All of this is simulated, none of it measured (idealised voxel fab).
process module | voxel capacitor over wiring
cross-section cut | 250 nm wide | cells 5 nm
A cross-section is a grid of square cells, given in bands from the top down. A band is one or more rows of cells.
Each band's line starts with the height of the band's top and of its bottom, in nm. Then come its materials from left to right, each with its width in nm. One material with "throughout" fills the band from edge to edge. "air" is empty space.
Height 0 is the level under which the wafer as received is all one material. The lowest band goes on downwards, as in "0 down".
A width such as "30 to 40" changes by the same amount from each row of cells to the next, from the band's top row to its bottom row.
"no change" after a step means that no cell of the cross-section changed.
closed voids: empty space of 8 cells or more with no open way to the top, each as width x height at its distance from the left edge, in nm
after a step's settings: what the simulator itself notes on the step
overlay nm, on a step with a mask: how far to the right of its planned place the mask lay; to the left if negative
Each pair below shows a cross-section before one step and the cross-section after it, down to the lowest band that changed. The line under each pair gives the step between them, with its settings. The pairs can come from different runs of this module on the same starting wafer, so a pair continues from the pair above only where its "before" says so.
before
  110 to 100: W throughout
  100 to 95: TiN 95 | W 15 | TiN 140
  95 to 85: SiO2 90 | TiN 5 | W 15 | TiN 5 | SiO2 135
  85 to 80: SiO2 90 | TiN 25 | SiO2 135
  80 to 70: SiO2 85 | TiN 55 | SiO2 110
  70 to 65: SiO2 85 | SiN 55 | SiO2 110
  65 to 60: SiO2 80 | TiN 65 | SiO2 105
  60 to 45: SiO2 85 | TiN 5 | Cu 5 | TiN 5 | SiO2 150
  45 to 40: SiCN 85 | TiN 15 | SiCN 150
  40 to 15: SiO2 65 | SiN 5 | Ru 30 | SiN 5 | SiO2 40 | SiN 5 | Ru 30 | SiN 5 | SiO2 65
  15 to 10: SiN 70 | TiN 30 | SiN 50 | TiN 30 | SiN 70
  10 to 0: SiO2 throughout
  0 down: Si throughout
  closed voids: none
after
  95 to 85: SiO2 90 | TiN 5 | W 15 | TiN 5 | SiO2 135
  below 85: unchanged
  closed voids: none
the step between: op CMP | height nm 95
before: the cross-section after the pair above
after
  100 to 95: SiN throughout
  below 95: unchanged
  closed voids: none
the step between: op CONFORMAL_DEP | material SiN | thk nm 5
before
  110 to 95: aC throughout
  95 to 80: SiO2 throughout
  80 to 70: SiO2 85 | TiN 55 | SiO2 110
  70 to 65: SiO2 85 | SiN 55 | SiO2 110
  65 to 60: SiO2 80 | TiN 65 | SiO2 105
  60 to 45: SiO2 85 | TiN 5 | Cu 5 | TiN 5 | SiO2 150
  45 to 40: SiCN 85 | TiN 15 | SiCN 150
  40 to 15: SiO2 65 | SiN 5 | Ru 30 | SiN 5 | SiO2 40 | SiN 5 | Ru 30 | SiN 5 | SiO2 65
  15 to 10: SiN 70 | TiN 30 | SiN 50 | TiN 30 | SiN 70
  10 to 0: SiO2 throughout
  0 down: Si throughout
  closed voids: none
after
  145 to 110: resist 90 | air 15 | resist 145
  below 110: unchanged
  closed voids: none
the step between: op PATTERN | tone open | mask id PLUG_2 | material resist | width nm 15 | thk nm 35 | overlay nm -5
before: the cross-section after the pair above
after
  130 to 110: resist 90 | air 15 | resist 145
  110 to 95: aC 90 | air 15 | aC 145
  below 95: unchanged
  closed voids: none
the step between: op DIRECTIONAL_ETCH | etch materials aC | depth nm 15
before: the cross-section after the pair above
after
  110 to 95: aC 90 | air 15 | aC 145
  below 95: unchanged
  closed voids: none
the step between: op STRIP | etch materials resist
before: the cross-section after the pair above
after
  110 to 95: aC 90 | air 15 | aC 145
  95 to 80: SiO2 90 | air 15 | SiO2 145
  below 80: unchanged
  closed voids: none
the step between: op DIRECTIONAL_ETCH | etch materials SiO2 | depth nm 15
before: the cross-section after the pair above
after
  95 to 80: SiO2 90 | air 15 | SiO2 145
  below 80: unchanged
  closed voids: none
the step between: op STRIP | etch materials aC
before: the cross-section after the pair above
after
  100 to 95: TiN 95 | air 5 | TiN 150
  95 to 85: SiO2 90 | TiN 5 | air 5 | TiN 5 | SiO2 145
  85 to 80: SiO2 90 | TiN 15 | SiO2 145
  below 80: unchanged
  closed voids: none
the step between: op CONFORMAL_DEP | material TiN | thk nm 5
before: the cross-section after the pair above
after
  110 to 100: W throughout
  100 to 95: TiN 95 | W 5 | TiN 150
  95 to 85: SiO2 90 | TiN 5 | W 5 | TiN 5 | SiO2 145
  below 85: unchanged
  closed voids: none
the step between: op FILL_DEP | material W | thk nm 10
before: the cross-section after the pair above
after
  95 to 85: SiO2 90 | TiN 5 | W 5 | TiN 5 | SiO2 145
  below 85: unchanged
  closed voids: none
the step between: op CMP | height nm 95
before: the cross-section after the pair above
after
  100 to 95: SiN throughout
  below 95: unchanged
  closed voids: none
the step between: op CONFORMAL_DEP | material SiN | thk nm 5
before
  80 to 70: air 85 | TiN 55 | air 110
  70 to 65: air 85 | SiN 55 | air 110
  65 to 60: air 80 | TiN 65 | air 105
  60 to 45: SiO2 85 | TiN 5 | Cu 5 | TiN 5 | SiO2 150
  45 to 40: SiCN 85 | TiN 15 | SiCN 150
  40 to 15: SiO2 65 | SiN 5 | Ru 30 | SiN 5 | SiO2 40 | SiN 5 | Ru 30 | SiN 5 | SiO2 65
  15 to 10: SiN 70 | TiN 30 | SiN 50 | TiN 30 | SiN 70
  10 to 0: SiO2 throughout
  0 down: Si throughout
  closed voids: none
after
  100 to 80: Ru throughout
  80 to 70: Ru 85 | TiN 55 | Ru 110
  70 to 65: Ru 85 | SiN 55 | Ru 110
  65 to 60: Ru 80 | TiN 65 | Ru 105
  below 60: unchanged
  closed voids: none
the step between: op FILL_DEP | material Ru | thk nm 20
before: the cross-section after the pair above
after
  95 to 80: Ru throughout
  below 80: unchanged
  closed voids: none
the step between: op CMP | height nm 95
before: the cross-section after the pair above
after
  110 to 95: aC throughout
  below 95: unchanged
  closed voids: none
the step between: op DIRECTIONAL_DEP | material aC | thk nm 15
before: the cross-section after the pair above
after
  145 to 110: resist 95 | air 15 | resist 140
  below 110: unchanged
  closed voids: none
the step between: op PATTERN | tone open | mask id PLUG_2 | material resist | width nm 15 | thk nm 35 | overlay nm 0
before: the cross-section after the pair above
after
  130 to 110: resist 95 | air 15 | resist 140
  110 to 95: aC 95 | air 15 | aC 140
  below 95: unchanged
  closed voids: none
the step between: op DIRECTIONAL_ETCH | etch materials aC | depth nm 15
before: the cross-section after the pair above
after
  110 to 95: aC 95 | air 15 | aC 140
  below 95: unchanged
  closed voids: none
the step between: op STRIP | etch materials resist
before: the cross-section after the pair above
after
  95 to 80: Ru throughout
  below 80: unchanged
  closed voids: none
the step between: op STRIP | etch materials aC
before: the cross-section after the pair above
after
  100 to 95: TiN throughout
  below 95: unchanged
  closed voids: none
the step between: op CONFORMAL_DEP | material TiN | thk nm 5
before: the cross-section after the pair above
after
  110 to 100: W throughout
  below 100: unchanged
  closed voids: none
the step between: op FILL_DEP | material W | thk nm 10
before: the cross-section after the pair above
after
  95 to 80: Ru throughout
  below 80: unchanged
  closed voids: none
the step between: op CMP | height nm 95
before: the cross-section after the pair above
after
  100 to 95: SiN throughout
  below 95: unchanged
  closed voids: none
the step between: op CONFORMAL_DEP | material SiN | thk nm 5
before
  40 to 15: Ru throughout
  15 to 10: TiN throughout
  10 to 0: SiO2 throughout
  0 down: Si throughout
  closed voids: none
after
  60 to 40: resist 70 | air 30 | resist 50 | air 30 | resist 70
  below 40: unchanged
  closed voids: none
the step between: op PATTERN | tone open | mask id METAL_1 | material resist | width nm 30 | pitch nm 80 | thk nm 20 | overlay nm 0
before: the cross-section after the pair above
after
  60 to 40: resist 70 | air 30 | resist 50 | air 30 | resist 70
  40 to 15: Ru 70 | air 30 | Ru 50 | air 30 | Ru 70
  below 15: unchanged
  closed voids: none
the step between: op DIRECTIONAL_ETCH | etch materials Ru | depth nm 25
before: the cross-section after the pair above
after
  60 to 40: resist 70 | air 30 | resist 50 | air 30 | resist 70
  40 to 15: Ru 70 | air 30 | Ru 50 | air 30 | Ru 70
  15 to 10: TiN 70 | air 30 | TiN 50 | air 30 | TiN 70
  below 10: unchanged
  closed voids: none
the step between: op DIRECTIONAL_ETCH | etch materials TiN | depth nm 5
before: the cross-section after the pair above
after
  40 to 15: Ru 70 | air 30 | Ru 50 | air 30 | Ru 70
  below 15: unchanged
  closed voids: none
the step between: op STRIP | etch materials resist
before: the cross-section after the pair above
after
  45 to 40: SiN 75 | air 20 | SiN 60 | air 20 | SiN 75
  40 to 15: Ru 70 | SiN 5 | air 20 | SiN 5 | Ru 50 | SiN 5 | air 20 | SiN 5 | Ru 70
  15 to 10: TiN 70 | SiN 30 | TiN 50 | SiN 30 | TiN 70
  below 10: unchanged
  closed voids: none
the step between: op CONFORMAL_DEP | material SiN | thk nm 5
before: the cross-section after the pair above
after
  55 to 45: SiO2 throughout
  45 to 40: SiN 75 | SiO2 20 | SiN 60 | SiO2 20 | SiN 75
  40 to 15: Ru 70 | SiN 5 | SiO2 20 | SiN 5 | Ru 50 | SiN 5 | SiO2 20 | SiN 5 | Ru 70
  below 15: unchanged
  closed voids: none
the step between: op FILL_DEP | material SiO2 | thk nm 10
before: the cross-section after the pair above
after
  40 to 15: Ru 70 | SiN 5 | SiO2 20 | SiN 5 | Ru 50 | SiN 5 | SiO2 20 | SiN 5 | Ru 70
  below 15: unchanged
  closed voids: none
the step between: op CMP | height nm 40
before: the cross-section after the pair above
after
  45 to 40: SiCN throughout
  below 40: unchanged
  closed voids: none
the step between: op CONFORMAL_DEP | material SiCN | thk nm 5
before: the cross-section after the pair above
after
  60 to 45: SiO2 throughout
  below 45: unchanged
  closed voids: none
the step between: op DIRECTIONAL_DEP | material SiO2 | thk nm 15
before: the cross-section after the pair above
after
  80 to 60: resist 85 | air 15 | resist 150
  below 60: unchanged
  closed voids: none
the step between: op PATTERN | tone open | mask id PLUG_1 | material resist | width nm 15 | thk nm 20 | overlay nm 0
before: the cross-section after the pair above
after
  80 to 60: resist 85 | air 15 | resist 150
  60 to 45: SiO2 85 | air 15 | SiO2 150
  below 45: unchanged
  closed voids: none
the step between: op DIRECTIONAL_ETCH | etch materials SiO2 | depth nm 15
before: the cross-section after the pair above
after
  80 to 60: resist 85 | air 15 | resist 150
  60 to 45: SiO2 85 | air 15 | SiO2 150
  45 to 40: SiCN 85 | air 15 | SiCN 150
  below 40: unchanged
  closed voids: none
the step between: op DIRECTIONAL_ETCH | etch materials SiCN | depth nm 5
before: the cross-section after the pair above
after
  60 to 45: SiO2 85 | air 15 | SiO2 150
  below 45: unchanged
  closed voids: none
the step between: op STRIP | etch materials resist
before: the cross-section after the pair above
after
  65 to 60: TiN 90 | air 5 | TiN 155
  60 to 45: SiO2 85 | TiN 5 | air 5 | TiN 5 | SiO2 150
  45 to 40: SiCN 85 | TiN 15 | SiCN 150
  below 40: unchanged
  closed voids: none
the step between: op CONFORMAL_DEP | material TiN | thk nm 5
before: the cross-section after the pair above
after
  70 to 65: Cu throughout
  65 to 60: TiN 90 | Cu 5 | TiN 155
  60 to 45: SiO2 85 | TiN 5 | Cu 5 | TiN 5 | SiO2 150
  below 45: unchanged
  closed voids: none
the step between: op FILL_DEP | material Cu | thk nm 5
before: the cross-section after the pair above
after
  60 to 45: SiO2 85 | TiN 5 | Cu 5 | TiN 5 | SiO2 150
  below 45: unchanged
  closed voids: none
the step between: op CMP | height nm 60
before: the cross-section after the pair above
after
  65 to 60: TiN throughout
  below 60: unchanged
  closed voids: none
the step between: op DIRECTIONAL_DEP | material TiN | thk nm 5
before: the cross-section after the pair above
after
  70 to 65: SiN throughout
  below 65: unchanged
  closed voids: none
the step between: op DIRECTIONAL_DEP | material SiN | thk nm 5
before: the cross-section after the pair above
after
  80 to 70: TiN throughout
  below 70: unchanged
  closed voids: none
the step between: op DIRECTIONAL_DEP | material TiN | thk nm 10
before: the cross-section after the pair above
after
  100 to 80: air 85 | resist 55 | air 110
  below 80: unchanged
  closed voids: none
the step between: op PATTERN | tone cover | mask id UPPER_PLATE | material resist | width nm 55 | thk nm 20 | overlay nm 0
before: the cross-section after the pair above
after
  100 to 80: air 85 | resist 55 | air 110
  80 to 70: air 85 | TiN 55 | air 110
  below 70: unchanged
  closed voids: none
the step between: op DIRECTIONAL_ETCH | etch materials TiN | depth nm 10
before: the cross-section after the pair above
after
  100 to 80: air 85 | resist 55 | air 110
  80 to 70: air 85 | TiN 55 | air 110
  70 to 65: air 85 | SiN 55 | air 110
  below 65: unchanged
  closed voids: none
the step between: op DIRECTIONAL_ETCH | etch materials SiN | depth nm 5
before: the cross-section after the pair above
after
  80 to 70: air 85 | TiN 55 | air 110
  below 70: unchanged
  closed voids: none
the step between: op STRIP | etch materials resist
before: the cross-section after the pair above
after
  95 to 80: air 80 | resist 65 | air 105
  80 to 70: air 80 | resist 5 | TiN 55 | resist 5 | air 105
  70 to 65: air 80 | resist 5 | SiN 55 | resist 5 | air 105
  below 65: unchanged
  closed voids: none
the step between: op PATTERN | tone cover | mask id LOWER_PLATE | material resist | width nm 65 | thk nm 15 | overlay nm 0
before: the cross-section after the pair above
after
  95 to 80: air 80 | resist 65 | air 105
  80 to 70: air 80 | resist 5 | TiN 55 | resist 5 | air 105
  70 to 65: air 80 | resist 5 | SiN 55 | resist 5 | air 105
  65 to 60: air 80 | TiN 65 | air 105
  below 60: unchanged
  closed voids: none
the step between: op DIRECTIONAL_ETCH | etch materials TiN | depth nm 5
before: the cross-section after the pair above
after
  80 to 70: air 85 | TiN 55 | air 110
  70 to 65: air 85 | SiN 55 | air 110
  below 65: unchanged
  closed voids: none
the step between: op STRIP | etch materials resist
before: the cross-section after the pair above
after
  100 to 80: SiO2 throughout
  80 to 70: SiO2 85 | TiN 55 | SiO2 110
  70 to 65: SiO2 85 | SiN 55 | SiO2 110
  65 to 60: SiO2 80 | TiN 65 | SiO2 105
  below 60: unchanged
  closed voids: none
the step between: op FILL_DEP | material SiO2 | thk nm 20
before: the cross-section after the pair above
after
  95 to 80: SiO2 throughout
  below 80: unchanged
  closed voids: none
the step between: op CMP | height nm 95
before: the cross-section after the pair above
after
  110 to 95: aC throughout
  below 95: unchanged
  closed voids: none
the step between: op DIRECTIONAL_DEP | material aC | thk nm 15
before: the cross-section after the pair above
after
  145 to 110: resist 95 | air 15 | resist 140
  below 110: unchanged
  closed voids: none
the step between: op PATTERN | tone open | mask id PLUG_2 | material resist | width nm 15 | thk nm 35 | overlay nm 0
before: the cross-section after the pair above
after
  130 to 110: resist 95 | air 15 | resist 140
  110 to 95: aC 95 | air 15 | aC 140
  below 95: unchanged
  closed voids: none
the step between: op DIRECTIONAL_ETCH | etch materials aC | depth nm 15
before: the cross-section after the pair above
after
  110 to 95: aC 95 | air 15 | aC 140
  below 95: unchanged
  closed voids: none
the step between: op STRIP | etch materials resist
before: the cross-section after the pair above
after
  110 to 95: aC 95 | air 15 | aC 140
  95 to 80: SiO2 95 | air 15 | SiO2 140
  below 80: unchanged
  closed voids: none
the step between: op DIRECTIONAL_ETCH | etch materials SiO2 | depth nm 15
before: the cross-section after the pair above
after
  95 to 80: SiO2 95 | air 15 | SiO2 140
  below 80: unchanged
  closed voids: none
the step between: op STRIP | etch materials aC
before: the cross-section after the pair above
after
  100 to 95: TiN 100 | air 5 | TiN 145
  95 to 85: SiO2 95 | TiN 5 | air 5 | TiN 5 | SiO2 140
  85 to 80: SiO2 95 | TiN 15 | SiO2 140
  below 80: unchanged
  closed voids: none
the step between: op CONFORMAL_DEP | material TiN | thk nm 5
before: the cross-section after the pair above
after
  110 to 100: W throughout
  100 to 95: TiN 100 | W 5 | TiN 145
  95 to 85: SiO2 95 | TiN 5 | W 5 | TiN 5 | SiO2 140
  below 85: unchanged
  closed voids: none
the step between: op FILL_DEP | material W | thk nm 10
before: the cross-section after the pair above
after
  95 to 85: SiO2 95 | TiN 5 | W 5 | TiN 5 | SiO2 140
  below 85: unchanged
  closed voids: none
the step between: op CMP | height nm 95
before: the cross-section after the pair above
after
  100 to 95: SiN throughout
  below 95: unchanged
  closed voids: none
the step between: op CONFORMAL_DEP | material SiN | thk nm 5
